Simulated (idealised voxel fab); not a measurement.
The process module that follows is named voxel self aligned vias.
Square cells of 5 nm make up the cross-section cut, whose width is 185 nm.
Just so we're on the same page, the cross-sections are grids of square cells, and they're listed out in bands top to bottom, each band one or more rows deep. It is stipulated that each band's entry specify, in nanometres, the height of the top of the band and then that of its bottom, followed by the materials of the band in left-to-right sequence, each together with its width in nanometres. A single material marked by the word "all across" is understood to fill the band from edge to edge; the word "air" is understood to denote empty space. Basically, 0 is our baseline, since under it the wafer straight out of the box is all one material. The bottom band has no lower end and keeps on going down, so it looks like "0..down". Quick explanation for "30 to 40": the width changes in equal steps down the rows of cells, from the first number in the band's top row to the second number in its bottom row. When a step is marked "remains unaltered", none of the cells in the cross-section changed during that step. "Closed void list": empty spaces of 8 cells or more with no open way to the top, each given as width x height at distance, distance from the left edge, all in nm. Text after the settings on a step's line: the simulator's own remark on that step. overlay nm: where the mask lay relative to plan, measured to the right, on steps with a mask; negatives go left.
## Listed below are the process steps as planned
| 1 | RECEIVE with material Si |
| 2 | CONFORMAL_DEP with material SiO2, thk nm 10 |
| 3 | CONFORMAL_DEP with material SiCN, thk nm 5 |
| 4 | DIRECTIONAL_DEP with material SiO2, thk nm 25 |
| 5 | PATTERN with tone open, mask id LINES, material resist, width nm 25, pitch nm 55, thk nm 20, overlay nm 0 |
| 6 | DIRECTIONAL_ETCH with etch materials SiO2, depth nm 25 |
| 7 | STRIP with etch materials resist |
| 8 | CONFORMAL_DEP with material TiN, thk nm 5 |
| 9 | FILL_DEP with material Ru, thk nm 5 |
| 10 | CMP with height nm 40 |
| 11 | SELECTIVE_ETCH with etch materials W Ru TiN, depth nm 5 |
| 12 | FILL_DEP with material SiN, thk nm 5 |
| 13 | CMP with height nm 40 |
| 14 | DIRECTIONAL_DEP with material SiO2, thk nm 15 |
| 15 | DIRECTIONAL_DEP with material aC, thk nm 10 |
| 16 | PATTERN with tone open, mask id VIAS, material resist, width nm 35, thk nm 30, overlay nm -15 |
| 17 | DIRECTIONAL_ETCH with etch materials aC, depth nm 10 |
| 18 | STRIP with etch materials resist |
| 19 | DIRECTIONAL_ETCH with etch materials SiO2, depth nm 15 |
| 20 | DIRECTIONAL_ETCH with etch materials SiN, depth nm 5 |
| 21 | STRIP with etch materials aC |
| 22 | CONFORMAL_DEP with material TiN, thk nm 5 |
| 23 | FILL_DEP with material Cu, thk nm 5 |
| 24 | CMP with height nm 55 |
| 25 | CONFORMAL_DEP with material SiN, thk nm 5 |
The overlay nm used in step 16 is not the same on every wafer, whereas the starting condition is; the value printed in the plan is the first wafer's.
## Cross-section, first of several wafers, as delivered after step 1
    0..down  Si all across
    Closed void list: none
## Here is the cross-section of the first of several wafers at the end of the module, after its last step, step 25
    60..55  SiN all across
    55..45  30 SiO2, 5 TiN, 25 Cu, 5 TiN, 120 SiO2
    45..40  30 SiO2, 25 TiN, 5 Cu, 5 TiN, 120 SiO2
    40..35  50 SiO2, 15 TiN, 10 SiN, 30 SiO2, 25 SiN, 55 SiO2
    35..20  50 SiO2, 5 TiN, 15 Ru, 5 TiN, 30 SiO2, 5 TiN, 15 Ru, 5 TiN, 55 SiO2
    20..15  50 SiO2, 25 TiN, 30 SiO2, 25 TiN, 55 SiO2
    15..10  SiCN all across
    10..0  SiO2 all across
    0..down  Si all across
    Closed void list: none
## Last wafer of the set, cross-sectioned at end of module
    60..55  SiN all across
    55..45  60 SiO2, 5 TiN, 25 Cu, 5 TiN, 90 SiO2
    45..40  60 SiO2, 5 TiN, 5 Cu, 25 TiN, 90 SiO2
    40..35  50 SiO2, 10 SiN, 15 TiN, 30 SiO2, 25 SiN, 55 SiO2
    35..20  50 SiO2, 5 TiN, 15 Ru, 5 TiN, 30 SiO2, 5 TiN, 15 Ru, 5 TiN, 55 SiO2
    20..15  50 SiO2, 25 TiN, 30 SiO2, 25 TiN, 55 SiO2
    15..10  SiCN all across
    10..0  SiO2 all across
    0..down  Si all across
    Closed void list: none
## Per-wafer rows below. For each material: cells gained (+) or lost (-) since the wafer was received, as of end of module. Then: closed voids
overlay nm -15; +11 Cu; +18 Ru; +37 SiCN; +44 SiN; +299 SiO2; +35 TiN; Closed void list: none
overlay nm -10; +12 Cu; +18 Ru; +37 SiCN; +43 SiN; +299 SiO2; +35 TiN; Closed void list: none
overlay nm -5; +13 Cu; +18 Ru; +37 SiCN; +42 SiN; +299 SiO2; +35 TiN; Closed void list: none
overlay nm 0; +13 Cu; +18 Ru; +37 SiCN; +42 SiN; +299 SiO2; +35 TiN; Closed void list: none
overlay nm 5; +13 Cu; +18 Ru; +37 SiCN; +42 SiN; +299 SiO2; +35 TiN; Closed void list: none
overlay nm 10; +12 Cu; +18 Ru; +37 SiCN; +43 SiN; +299 SiO2; +35 TiN; Closed void list: none
overlay nm 15; +11 Cu; +18 Ru; +37 SiCN; +44 SiN; +299 SiO2; +35 TiN; Closed void list: none
